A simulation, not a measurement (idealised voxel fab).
A process module follows: voxel transistor to metal.
Cross-section cut spans 215 nm and uses square cells 5 nm in size.
Cross-section format: a grid of square cells, given as bands from top to bottom; each band is one or more rows of cells. Band: top and bottom heights (nm) first, top before bottom; then materials from left to right, widths in nm. "edge to edge" marks a sole material filling the band edge to edge. "empty" denotes empty space. Heights are expressed relative to 0, this being the level below which the as-received wafer comprises one material exclusively. The lowest band is unbounded in the downward direction and is denoted as in "0 -> down". Think of "30->40" as a width that walks from the first number to the second as you go down the band, top row to bottom row, taking equal-sized steps from row to row. For the purposes of this document, the phrase "no modifications" attached to a step denotes that no cell within the cross-section was modified by that step. "Closed void entries" lists enclosed empty spaces (at least 8 cells, no open path upward to the top), each as width x height at distance from the left edge, in nm. Formally, on a step line, whatever follows the settings is a remark that the simulator itself makes on the step. overlay nm: on a step with a mask, how far right of its planned place the mask lay; negative means left.

Steps planned for the process
1: RECEIVE | material Si
2: CONFORMAL_DEP | material SiO2 | thk nm 5
3: CONFORMAL_DEP | material SiN | thk nm 15
4: MASKED_ETCH | tone cover | mask id ACTIVE | width nm 110 | etch materials SiN | depth nm 15 | overlay nm 0
5: MASKED_ETCH | tone cover | mask id ACTIVE | width nm 110 | etch materials SiO2 | depth nm 5 | overlay nm 0
6: MASKED_ETCH | tone cover | mask id ACTIVE | width nm 110 | etch materials Si | depth nm 25 | overlay nm 0
7: OXIDIZE | depth nm 5
8: FILL_DEP | material SiO2 | thk nm 15
9: CMP | height nm 20
10: SELECTIVE_ETCH | etch materials SiO2 | depth nm 15
11: STRIP | etch materials SiN
12: SELECTIVE_ETCH | etch materials SiO2 | depth nm 5
13: OXIDIZE | depth nm 5
14: DIRECTIONAL_DEP | material polySi | thk nm 30
15: DIRECTIONAL_DEP | material SiCN | thk nm 15
16: DIRECTIONAL_DEP | material aC | thk nm 15
17: PATTERN | tone cover | mask id GATE | material resist | width nm 30 | thk nm 30 | overlay nm 0
18: DIRECTIONAL_ETCH | etch materials aC | depth nm 15
19: STRIP | etch materials resist
20: DIRECTIONAL_ETCH | etch materials SiCN | depth nm 25
21: DIRECTIONAL_ETCH | etch materials polySi | depth nm 40
22: STRIP | etch materials aC
23: CONFORMAL_DEP | material SiO2 | thk nm 5
24: DIRECTIONAL_ETCH | etch materials SiO2 | depth nm 5
25: CONFORMAL_DEP | material SiN | thk nm 5
26: DIRECTIONAL_ETCH | etch materials SiN | depth nm 5
27: DIRECTIONAL_ETCH | etch materials SiO2 | depth nm 5
28: DIRECTIONAL_ETCH | etch materials Si | depth nm 5
29: EPI | material pSi | thk nm 5
30: FILL_DEP | material SiO2 | thk nm 5
31: CMP | height nm 30
32: STRIP | etch materials polySi
33: SELECTIVE_ETCH | etch materials SiO2 | depth nm 5
34: CONFORMAL_DEP | material HfO2 | thk nm 5
35: CONFORMAL_DEP | material TiN | thk nm 5
36: FILL_DEP | material W | thk nm 5
37: CMP | height nm 25
38: DIRECTIONAL_DEP | material SiO2 | thk nm 15
39: DIRECTIONAL_DEP | material aC | thk nm 15
40: PATTERN | tone open | mask id CONTACT | material resist | width nm 20 | pitch nm 80 | thk nm 30 | overlay nm 0
41: DIRECTIONAL_ETCH | etch materials aC | depth nm 15
42: STRIP | etch materials resist
43: DIRECTIONAL_ETCH | etch materials SiO2 | depth nm 45
44: STRIP | etch materials aC
45: CONFORMAL_DEP | material TiN | thk nm 5
46: FILL_DEP | material W | thk nm 10
47: CMP | height nm 40
48: DIRECTIONAL_DEP | material TiN | thk nm 5
49: DIRECTIONAL_DEP | material Ru | thk nm 20
50: DIRECTIONAL_DEP | material aC | thk nm 10
51: PATTERN | tone cover | mask id METAL_1 | material resist | width nm 20 | pitch nm 80 | thk nm 25 | overlay nm 0
52: DIRECTIONAL_ETCH | etch materials aC | depth nm 10
53: STRIP | etch materials resist
54: DIRECTIONAL_ETCH | etch materials Ru | depth nm 20
55: DIRECTIONAL_ETCH | etch materials TiN | depth nm 5
56: STRIP | etch materials aC
57: CONFORMAL_DEP | material SiCN | thk nm 5
58: FILL_DEP | material SiO2 | thk nm 10
59: CMP | height nm 65
60: CONFORMAL_DEP | material SiCN | thk nm 5

First wafer, two in total, run as planned

As received, after step 1
0 -> down  Si edge to edge
Closed void entries: none

Sectional view: wafer, after step 2
5 -> 0  SiO2 edge to edge
below 0: unchanged

Sectional view: wafer, after step 3
20 -> 5  SiN edge to edge
below 5: unchanged

Sectional view: wafer, after step 4
20 -> 5  empty (50) | SiN (110) | empty (55)
below 5: unchanged

Sectional view: wafer, after step 5
20 -> 5  empty (50) | SiN (110) | empty (55)
5 -> 0  empty (50) | SiO2 (110) | empty (55)
below 0: unchanged

Sectional view: wafer, after step 6
20 -> 5  empty (50) | SiN (110) | empty (55)
5 -> 0  empty (50) | SiO2 (110) | empty (55)
0 -> -25  empty (50) | Si (110) | empty (55)
below -25: unchanged

Sectional view: wafer, after step 7
20 -> 5  empty (50) | SiN (110) | empty (55)
5 -> 0  empty (50) | SiO2 (110) | empty (55)
0 -> -25  empty (50) | SiO2 (5) | Si (100) | SiO2 (5) | empty (55)
-25 -> -30  SiO2 (55) | Si (100) | SiO2 (60)
below -30: unchanged

Sectional view: wafer, after step 8
35 -> 20  SiO2 edge to edge
20 -> 5  SiO2 (50) | SiN (110) | SiO2 (55)
5 -> 0  SiO2 edge to edge
0 -> -30  SiO2 (55) | Si (100) | SiO2 (60)
below -30: unchanged

Sectional view: wafer, after step 9
20 -> 5  SiO2 (50) | SiN (110) | SiO2 (55)
below 5: unchanged

Sectional view: wafer, after step 10
20 -> 5  empty (50) | SiN (110) | empty (55)
below 5: unchanged

Sectional view: wafer, after step 11
5 -> 0  SiO2 edge to edge
below 0: unchanged

Sectional view: wafer, after step 12
0 -> -30  SiO2 (55) | Si (100) | SiO2 (60)
below -30: unchanged

Sectional view: wafer, after step 13
0 -> -5  SiO2 edge to edge
below -5: unchanged

Sectional view: wafer, after step 14
30 -> 0  polySi edge to edge
below 0: unchanged

Sectional view: wafer, after step 15
45 -> 30  SiCN edge to edge
below 30: unchanged

Sectional view: wafer, after step 16
60 -> 45  aC edge to edge
below 45: unchanged

Sectional view: wafer, after step 17
90 -> 60  empty (90) | resist (30) | empty (95)
below 60: unchanged

Sectional view: wafer, after step 18
75 -> 60  empty (90) | resist (30) | empty (95)
60 -> 45  empty (90) | aC (30) | empty (95)
below 45: unchanged

Sectional view: wafer, after step 19
60 -> 45  empty (90) | aC (30) | empty (95)
below 45: unchanged

Sectional view: wafer, after step 20
60 -> 45  empty (90) | aC (30) | empty (95)
45 -> 30  empty (90) | SiCN (30) | empty (95)
below 30: unchanged

Sectional view: wafer, after step 21
60 -> 45  empty (90) | aC (30) | empty (95)
45 -> 30  empty (90) | SiCN (30) | empty (95)
30 -> 0  empty (90) | polySi (30) | empty (95)
below 0: unchanged

Sectional view: wafer, after step 22
45 -> 30  empty (90) | SiCN (30) | empty (95)
below 30: unchanged

Sectional view: wafer, after step 23
50 -> 45  empty (85) | SiO2 (40) | empty (90)
45 -> 30  empty (85) | SiO2 (5) | SiCN (30) | SiO2 (5) | empty (90)
30 -> 5  empty (85) | SiO2 (5) | polySi (30) | SiO2 (5) | empty (90)
5 -> 0  SiO2 (90) | polySi (30) | SiO2 (95)
below 0: unchanged

Sectional view: wafer, after step 24
45 -> 30  empty (85) | SiO2 (5) | SiCN (30) | SiO2 (5) | empty (90)
30 -> 0  empty (85) | SiO2 (5) | polySi (30) | SiO2 (5) | empty (90)
below 0: unchanged

Sectional view: wafer, after step 25
50 -> 45  empty (80) | SiN (50) | empty (85)
45 -> 30  empty (80) | SiN (5) | SiO2 (5) | SiCN (30) | SiO2 (5) | SiN (5) | empty (85)
30 -> 5  empty (80) | SiN (5) | SiO2 (5) | polySi (30) | SiO2 (5) | SiN (5) | empty (85)
5 -> 0  SiN (85) | SiO2 (5) | polySi (30) | SiO2 (5) | SiN (90)
below 0: unchanged

Sectional view: wafer, after step 26
45 -> 30  empty (80) | SiN (5) | SiO2 (5) | SiCN (30) | SiO2 (5) | SiN (5) | empty (85)
30 -> 0  empty (80) | SiN (5) | SiO2 (5) | polySi (30) | SiO2 (5) | SiN (5) | empty (85)
below 0: unchanged

Sectional view: wafer, after step 27
45 -> 40  empty (80) | SiN (5) | empty (5) | SiCN (30) | empty (5) | SiN (5) | empty (85)
40 -> 30  empty (80) | SiN (5) | SiO2 (5) | SiCN (30) | SiO2 (5) | SiN (5) | empty (85)
30 -> 0  empty (80) | SiN (5) | SiO2 (5) | polySi (30) | SiO2 (5) | SiN (5) | empty (85)
0 -> -5  empty (80) | SiO2 (50) | empty (85)
below -5: unchanged

Sectional view: wafer, after step 28
45 -> 40  empty (80) | SiN (5) | empty (5) | SiCN (30) | empty (5) | SiN (5) | empty (85)
40 -> 30  empty (80) | SiN (5) | SiO2 (5) | SiCN (30) | SiO2 (5) | SiN (5) | empty (85)
30 -> 0  empty (80) | SiN (5) | SiO2 (5) | polySi (30) | SiO2 (5) | SiN (5) | empty (85)
0 -> -5  empty (80) | SiO2 (50) | empty (85)
-5 -> -10  SiO2 (55) | empty (25) | Si (50) | empty (25) | SiO2 (60)
below -10: unchanged

Sectional view: wafer, after step 29
45 -> 40  empty (80) | SiN (5) | empty (5) | SiCN (30) | empty (5) | SiN (5) | empty (85)
40 -> 30  empty (80) | SiN (5) | SiO2 (5) | SiCN (30) | SiO2 (5) | SiN (5) | empty (85)
30 -> 0  empty (80) | SiN (5) | SiO2 (5) | polySi (30) | SiO2 (5) | SiN (5) | empty (85)
0 -> -5  empty (75) | pSi (5) | SiO2 (50) | pSi (5) | empty (80)
-5 -> -10  SiO2 (55) | pSi (25) | Si (50) | pSi (25) | SiO2 (60)
below -10: unchanged

Sectional view: wafer, after step 30
50 -> 45  SiO2 edge to edge
45 -> 30  SiO2 (80) | SiN (5) | SiO2 (5) | SiCN (30) | SiO2 (5) | SiN (5) | SiO2 (85)
30 -> 0  SiO2 (80) | SiN (5) | SiO2 (5) | polySi (30) | SiO2 (5) | SiN (5) | SiO2 (85)
0 -> -5  SiO2 (75) | pSi (5) | SiO2 (50) | pSi (5) | SiO2 (80)
below -5: unchanged

Sectional view: wafer, after step 31
30 -> 0  SiO2 (80) | SiN (5) | SiO2 (5) | polySi (30) | SiO2 (5) | SiN (5) | SiO2 (85)
below 0: unchanged

Sectional view: wafer, after step 32
30 -> 0  SiO2 (80) | SiN (5) | SiO2 (5) | empty (30) | SiO2 (5) | SiN (5) | SiO2 (85)
below 0: unchanged

Sectional view: wafer, after step 33
30 -> 25  empty (80) | SiN (5) | empty (40) | SiN (5) | empty (85)
25 -> 0  SiO2 (80) | SiN (5) | empty (40) | SiN (5) | SiO2 (85)
0 -> -5  SiO2 (75) | pSi (5) | SiO2 (5) | empty (40) | SiO2 (5) | pSi (5) | SiO2 (80)
below -5: unchanged

Sectional view: wafer, after step 34
35 -> 30  empty (75) | HfO2 (15) | empty (30) | HfO2 (15) | empty (80)
30 -> 25  HfO2 (80) | SiN (5) | HfO2 (5) | empty (30) | HfO2 (5) | SiN (5) | HfO2 (85)
25 -> 0  SiO2 (80) | SiN (5) | HfO2 (5) | empty (30) | HfO2 (5) | SiN (5) | SiO2 (85)
0 -> -5  SiO2 (75) | pSi (5) | SiO2 (5) | HfO2 (40) | SiO2 (5) | pSi (5) | SiO2 (80)
below -5: unchanged

Sectional view: wafer, after step 35
40 -> 35  empty (70) | TiN (25) | empty (20) | TiN (25) | empty (75)
35 -> 30  TiN (75) | HfO2 (15) | TiN (5) | empty (20) | TiN (5) | HfO2 (15) | TiN (80)
30 -> 25  HfO2 (80) | SiN (5) | HfO2 (5) | TiN (5) | empty (20) | TiN (5) | HfO2 (5) | SiN (5) | HfO2 (85)
25 -> 5  SiO2 (80) | SiN (5) | HfO2 (5) | TiN (5) | empty (20) | TiN (5) | HfO2 (5) | SiN (5) | SiO2 (85)
5 -> 0  SiO2 (80) | SiN (5) | HfO2 (5) | TiN (30) | HfO2 (5) | SiN (5) | SiO2 (85)
below 0: unchanged

Sectional view: wafer, after step 36
45 -> 40  W edge to edge
40 -> 35  W (70) | TiN (25) | W (20) | TiN (25) | W (75)
35 -> 30  TiN (75) | HfO2 (15) | TiN (5) | W (20) | TiN (5) | HfO2 (15) | TiN (80)
30 -> 25  HfO2 (80) | SiN (5) | HfO2 (5) | TiN (5) | W (20) | TiN (5) | HfO2 (5) | SiN (5) | HfO2 (85)
25 -> 5  SiO2 (80) | SiN (5) | HfO2 (5) | TiN (5) | W (20) | TiN (5) | HfO2 (5) | SiN (5) | SiO2 (85)
below 5: unchanged

Sectional view: wafer, after step 37
25 -> 5  SiO2 (80) | SiN (5) | HfO2 (5) | TiN (5) | W (20) | TiN (5) | HfO2 (5) | SiN (5) | SiO2 (85)
below 5: unchanged

Sectional view: wafer, after step 38
40 -> 25  SiO2 edge to edge
below 25: unchanged

Sectional view: wafer, after step 39
55 -> 40  aC edge to edge
below 40: unchanged

Sectional view: wafer, after step 40
85 -> 55  resist (55) | empty (20) | resist (60) | empty (20) | resist (60)
below 55: unchanged

Sectional view: wafer, after step 41
70 -> 55  resist (55) | empty (20) | resist (60) | empty (20) | resist (60)
55 -> 40  aC (55) | empty (20) | aC (60) | empty (20) | aC (60)
below 40: unchanged

Sectional view: wafer, after step 42
55 -> 40  aC (55) | empty (20) | aC (60) | empty (20) | aC (60)
below 40: unchanged

Sectional view: wafer, after step 43
55 -> 40  aC (55) | empty (20) | aC (60) | empty (20) | aC (60)
40 -> 25  SiO2 (55) | empty (20) | SiO2 (60) | empty (20) | SiO2 (60)
25 -> 5  SiO2 (55) | empty (20) | SiO2 (5) | SiN (5) | HfO2 (5) | TiN (5) | W (20) | TiN (5) | HfO2 (5) | SiN (5) | SiO2 (5) | empty (20) | SiO2 (60)
5 -> 0  SiO2 (55) | empty (20) | SiO2 (5) | SiN (5) | HfO2 (5) | TiN (30) | HfO2 (5) | SiN (5) | SiO2 (5) | empty (20) | SiO2 (60)
0 -> -5  SiO2 (55) | empty (20) | pSi (5) | SiO2 (5) | HfO2 (40) | SiO2 (5) | pSi (5) | empty (20) | SiO2 (60)
below -5: unchanged

Sectional view: wafer, after step 44
40 -> 25  SiO2 (55) | empty (20) | SiO2 (60) | empty (20) | SiO2 (60)
below 25: unchanged

Sectional view: wafer, after step 45
45 -> 40  TiN (60) | empty (10) | TiN (70) | empty (10) | TiN (65)
40 -> 25  SiO2 (55) | TiN (5) | empty (10) | TiN (5) | SiO2 (60) | TiN (5) | empty (10) | TiN (5) | SiO2 (60)
25 -> 5  SiO2 (55) | TiN (5) | empty (10) | TiN (5) | SiO2 (5) | SiN (5) | HfO2 (5) | TiN (5) | W (20) | TiN (5) | HfO2 (5) | SiN (5) | SiO2 (5) | TiN (5) | empty (10) | TiN (5) | SiO2 (60)
5 -> 0  SiO2 (55) | TiN (5) | empty (10) | TiN (5) | SiO2 (5) | SiN (5) | HfO2 (5) | TiN (30) | HfO2 (5) | SiN (5) | SiO2 (5) | TiN (5) | empty (10) | TiN (5) | SiO2 (60)
0 -> -5  SiO2 (55) | TiN (20) | pSi (5) | SiO2 (5) | HfO2 (40) | SiO2 (5) | pSi (5) | TiN (20) | SiO2 (60)
below -5: unchanged

Sectional view: wafer, after step 46
55 -> 45  W edge to edge
45 -> 40  TiN (60) | W (10) | TiN (70) | W (10) | TiN (65)
40 -> 25  SiO2 (55) | TiN (5) | W (10) | TiN (5) | SiO2 (60) | TiN (5) | W (10) | TiN (5) | SiO2 (60)
25 -> 5  SiO2 (55) | TiN (5) | W (10) | TiN (5) | SiO2 (5) | SiN (5) | HfO2 (5) | TiN (5) | W (20) | TiN (5) | HfO2 (5) | SiN (5) | SiO2 (5) | TiN (5) | W (10) | TiN (5) | SiO2 (60)
5 -> 0  SiO2 (55) | TiN (5) | W (10) | TiN (5) | SiO2 (5) | SiN (5) | HfO2 (5) | TiN (30) | HfO2 (5) | SiN (5) | SiO2 (5) | TiN (5) | W (10) | TiN (5) | SiO2 (60)
below 0: unchanged

Sectional view: wafer, after step 47
40 -> 25  SiO2 (55) | TiN (5) | W (10) | TiN (5) | SiO2 (60) | TiN (5) | W (10) | TiN (5) | SiO2 (60)
below 25: unchanged

Sectional view: wafer, after step 48
45 -> 40  TiN edge to edge
below 40: unchanged

Sectional view: wafer, after step 49
65 -> 45  Ru edge to edge
below 45: unchanged

Sectional view: wafer, after step 50
75 -> 65  aC edge to edge
below 65: unchanged

Sectional view: wafer, after step 51
100 -> 75  empty (55) | resist (20) | empty (60) | resist (20) | empty (60)
below 75: unchanged

Sectional view: wafer, after step 52
90 -> 75  empty (55) | resist (20) | empty (60) | resist (20) | empty (60)
75 -> 65  empty (55) | aC (20) | empty (60) | aC (20) | empty (60)
below 65: unchanged

Sectional view: wafer, after step 53
75 -> 65  empty (55) | aC (20) | empty (60) | aC (20) | empty (60)
below 65: unchanged

Sectional view: wafer, after step 54
75 -> 65  empty (55) | aC (20) | empty (60) | aC (20) | empty (60)
65 -> 45  empty (55) | Ru (20) | empty (60) | Ru (20) | empty (60)
below 45: unchanged

Sectional view: wafer, after step 55
75 -> 65  empty (55) | aC (20) | empty (60) | aC (20) | empty (60)
65 -> 45  empty (55) | Ru (20) | empty (60) | Ru (20) | empty (60)
45 -> 40  empty (55) | TiN (20) | empty (60) | TiN (20) | empty (60)
below 40: unchanged

Sectional view: wafer, after step 56
65 -> 45  empty (55) | Ru (20) | empty (60) | Ru (20) | empty (60)
below 45: unchanged

Sectional view: wafer, after step 57
70 -> 65  empty (50) | SiCN (30) | empty (50) | SiCN (30) | empty (55)
65 -> 45  empty (50) | SiCN (5) | Ru (20) | SiCN (5) | empty (50) | SiCN (5) | Ru (20) | SiCN (5) | empty (55)
45 -> 40  SiCN (55) | TiN (20) | SiCN (60) | TiN (20) | SiCN (60)
below 40: unchanged

Sectional view: wafer, after step 58
80 -> 70  SiO2 edge to edge
70 -> 65  SiO2 (50) | SiCN (30) | SiO2 (50) | SiCN (30) | SiO2 (55)
65 -> 45  SiO2 (50) | SiCN (5) | Ru (20) | SiCN (5) | SiO2 (50) | SiCN (5) | Ru (20) | SiCN (5) | SiO2 (55)
below 45: unchanged

Sectional view: wafer, after step 59
65 -> 45  SiO2 (50) | SiCN (5) | Ru (20) | SiCN (5) | SiO2 (50) | SiCN (5) | Ru (20) | SiCN (5) | SiO2 (55)
below 45: unchanged

Sectional view: wafer, after step 60
70 -> 65  SiCN edge to edge
below 65: unchanged

Wafer two. Same start, same plan, one slip in execution. Same as wafer one through step 33, inclusive

What the second wafer looks like in cross-section when step 34 should have wrapped up
35 -> 30  empty (75) | TiN (15) | empty (30) | TiN (15) | empty (80)
30 -> 25  TiN (80) | SiN (5) | TiN (5) | empty (30) | TiN (5) | SiN (5) | TiN (85)
25 -> 0  SiO2 (80) | SiN (5) | TiN (5) | empty (30) | TiN (5) | SiN (5) | SiO2 (85)
0 -> -5  SiO2 (75) | pSi (5) | SiO2 (5) | TiN (40) | SiO2 (5) | pSi (5) | SiO2 (80)
below -5: unchanged

What the second wafer looks like in cross-section when step 35 should have wrapped up
40 -> 35  empty (70) | HfO2 (25) | empty (20) | HfO2 (25) | empty (75)
35 -> 30  HfO2 (75) | TiN (15) | HfO2 (5) | empty (20) | HfO2 (5) | TiN (15) | HfO2 (80)
30 -> 25  TiN (80) | SiN (5) | TiN (5) | HfO2 (5) | empty (20) | HfO2 (5) | TiN (5) | SiN (5) | TiN (85)
25 -> 5  SiO2 (80) | SiN (5) | TiN (5) | HfO2 (5) | empty (20) | HfO2 (5) | TiN (5) | SiN (5) | SiO2 (85)
5 -> 0  SiO2 (80) | SiN (5) | TiN (5) | HfO2 (30) | TiN (5) | SiN (5) | SiO2 (85)
below 0: unchanged

What the second wafer looks like in cross-section when step 36 should have wrapped up
45 -> 40  W edge to edge
40 -> 35  W (70) | HfO2 (25) | W (20) | HfO2 (25) | W (75)
35 -> 30  HfO2 (75) | TiN (15) | HfO2 (5) | W (20) | HfO2 (5) | TiN (15) | HfO2 (80)
30 -> 25  TiN (80) | SiN (5) | TiN (5) | HfO2 (5) | W (20) | HfO2 (5) | TiN (5) | SiN (5) | TiN (85)
25 -> 5  SiO2 (80) | SiN (5) | TiN (5) | HfO2 (5) | W (20) | HfO2 (5) | TiN (5) | SiN (5) | SiO2 (85)
below 5: unchanged

What the second wafer looks like in cross-section when step 37 should have wrapped up
25 -> 5  SiO2 (80) | SiN (5) | TiN (5) | HfO2 (5) | W (20) | HfO2 (5) | TiN (5) | SiN (5) | SiO2 (85)
below 5: unchanged

What the second wafer looks like in cross-section when step 38 should have wrapped up
40 -> 25  SiO2 edge to edge
below 25: unchanged

What the second wafer looks like in cross-section when step 39 should have wrapped up
55 -> 40  aC edge to edge
below 40: unchanged

What the second wafer looks like in cross-section when step 40 should have wrapped up
85 -> 55  resist (55) | empty (20) | resist (60) | empty (20) | resist (60)
below 55: unchanged

What the second wafer looks like in cross-section when step 41 should have wrapped up
70 -> 55  resist (55) | empty (20) | resist (60) | empty (20) | resist (60)
55 -> 40  aC (55) | empty (20) | aC (60) | empty (20) | aC (60)
below 40: unchanged

What the second wafer looks like in cross-section when step 42 should have wrapped up
55 -> 40  aC (55) | empty (20) | aC (60) | empty (20) | aC (60)
below 40: unchanged

What the second wafer looks like in cross-section when step 43 should have wrapped up
55 -> 40  aC (55) | empty (20) | aC (60) | empty (20) | aC (60)
40 -> 25  SiO2 (55) | empty (20) | SiO2 (60) | empty (20) | SiO2 (60)
25 -> 5  SiO2 (55) | empty (20) | SiO2 (5) | SiN (5) | TiN (5) | HfO2 (5) | W (20) | HfO2 (5) | TiN (5) | SiN (5) | SiO2 (5) | empty (20) | SiO2 (60)
5 -> 0  SiO2 (55) | empty (20) | SiO2 (5) | SiN (5) | TiN (5) | HfO2 (30) | TiN (5) | SiN (5) | SiO2 (5) | empty (20) | SiO2 (60)
0 -> -5  SiO2 (55) | empty (20) | pSi (5) | SiO2 (5) | TiN (40) | SiO2 (5) | pSi (5) | empty (20) | SiO2 (60)
below -5: unchanged

What the second wafer looks like in cross-section when step 44 should have wrapped up
40 -> 25  SiO2 (55) | empty (20) | SiO2 (60) | empty (20) | SiO2 (60)
below 25: unchanged

What the second wafer looks like in cross-section when step 45 should have wrapped up
45 -> 40  TiN (60) | empty (10) | TiN (70) | empty (10) | TiN (65)
40 -> 25  SiO2 (55) | TiN (5) | empty (10) | TiN (5) | SiO2 (60) | TiN (5) | empty (10) | TiN (5) | SiO2 (60)
25 -> 5  SiO2 (55) | TiN (5) | empty (10) | TiN (5) | SiO2 (5) | SiN (5) | TiN (5) | HfO2 (5) | W (20) | HfO2 (5) | TiN (5) | SiN (5) | SiO2 (5) | TiN (5) | empty (10) | TiN (5) | SiO2 (60)
5 -> 0  SiO2 (55) | TiN (5) | empty (10) | TiN (5) | SiO2 (5) | SiN (5) | TiN (5) | HfO2 (30) | TiN (5) | SiN (5) | SiO2 (5) | TiN (5) | empty (10) | TiN (5) | SiO2 (60)
0 -> -5  SiO2 (55) | TiN (20) | pSi (5) | SiO2 (5) | TiN (40) | SiO2 (5) | pSi (5) | TiN (20) | SiO2 (60)
below -5: unchanged

What the second wafer looks like in cross-section when step 46 should have wrapped up
55 -> 45  W edge to edge
45 -> 40  TiN (60) | W (10) | TiN (70) | W (10) | TiN (65)
40 -> 25  SiO2 (55) | TiN (5) | W (10) | TiN (5) | SiO2 (60) | TiN (5) | W (10) | TiN (5) | SiO2 (60)
25 -> 5  SiO2 (55) | TiN (5) | W (10) | TiN (5) | SiO2 (5) | SiN (5) | TiN (5) | HfO2 (5) | W (20) | HfO2 (5) | TiN (5) | SiN (5) | SiO2 (5) | TiN (5) | W (10) | TiN (5) | SiO2 (60)
5 -> 0  SiO2 (55) | TiN (5) | W (10) | TiN (5) | SiO2 (5) | SiN (5) | TiN (5) | HfO2 (30) | TiN (5) | SiN (5) | SiO2 (5) | TiN (5) | W (10) | TiN (5) | SiO2 (60)
below 0: unchanged

What the second wafer looks like in cross-section when step 47 should have wrapped up
40 -> 25  SiO2 (55) | TiN (5) | W (10) | TiN (5) | SiO2 (60) | TiN (5) | W (10) | TiN (5) | SiO2 (60)
below 25: unchanged

What the second wafer looks like in cross-section when step 48 should have wrapped up
45 -> 40  TiN edge to edge
below 40: unchanged

What the second wafer looks like in cross-section when step 49 should have wrapped up
65 -> 45  Ru edge to edge
below 45: unchanged

What the second wafer looks like in cross-section when step 50 should have wrapped up
75 -> 65  aC edge to edge
below 65: unchanged

What the second wafer looks like in cross-section when step 51 should have wrapped up
100 -> 75  empty (55) | resist (20) | empty (60) | resist (20) | empty (60)
below 75: unchanged

What the second wafer looks like in cross-section when step 52 should have wrapped up
90 -> 75  empty (55) | resist (20) | empty (60) | resist (20) | empty (60)
75 -> 65  empty (55) | aC (20) | empty (60) | aC (20) | empty (60)
below 65: unchanged

What the second wafer looks like in cross-section when step 53 should have wrapped up
75 -> 65  empty (55) | aC (20) | empty (60) | aC (20) | empty (60)
below 65: unchanged

What the second wafer looks like in cross-section when step 54 should have wrapped up
75 -> 65  empty (55) | aC (20) | empty (60) | aC (20) | empty (60)
65 -> 45  empty (55) | Ru (20) | empty (60) | Ru (20) | empty (60)
below 45: unchanged

What the second wafer looks like in cross-section when step 55 should have wrapped up
75 -> 65  empty (55) | aC (20) | empty (60) | aC (20) | empty (60)
65 -> 45  empty (55) | Ru (20) | empty (60) | Ru (20) | empty (60)
45 -> 40  empty (55) | TiN (20) | empty (60) | TiN (20) | empty (60)
below 40: unchanged

What the second wafer looks like in cross-section when step 56 should have wrapped up
65 -> 45  empty (55) | Ru (20) | empty (60) | Ru (20) | empty (60)
below 45: unchanged

What the second wafer looks like in cross-section when step 57 should have wrapped up
70 -> 65  empty (50) | SiCN (30) | empty (50) | SiCN (30) | empty (55)
65 -> 45  empty (50) | SiCN (5) | Ru (20) | SiCN (5) | empty (50) | SiCN (5) | Ru (20) | SiCN (5) | empty (55)
45 -> 40  SiCN (55) | TiN (20) | SiCN (60) | TiN (20) | SiCN (60)
below 40: unchanged

What the second wafer looks like in cross-section when step 58 should have wrapped up
80 -> 70  SiO2 edge to edge
70 -> 65  SiO2 (50) | SiCN (30) | SiO2 (50) | SiCN (30) | SiO2 (55)
65 -> 45  SiO2 (50) | SiCN (5) | Ru (20) | SiCN (5) | SiO2 (50) | SiCN (5) | Ru (20) | SiCN (5) | SiO2 (55)
below 45: unchanged

What the second wafer looks like in cross-section when step 59 should have wrapped up
65 -> 45  SiO2 (50) | SiCN (5) | Ru (20) | SiCN (5) | SiO2 (50) | SiCN (5) | Ru (20) | SiCN (5) | SiO2 (55)
below 45: unchanged

What the second wafer looks like in cross-section when step 60 should have wrapped up
70 -> 65  SiCN edge to edge
below 65: unchanged
Which mistake was made when the wafer was run? the run placed steps 34 and 35 each in the position the plan gave to the other
Heads up, by the end the second wafer has more or fewer cells of some materials compared to the first: HfO2 -4 | TiN +4
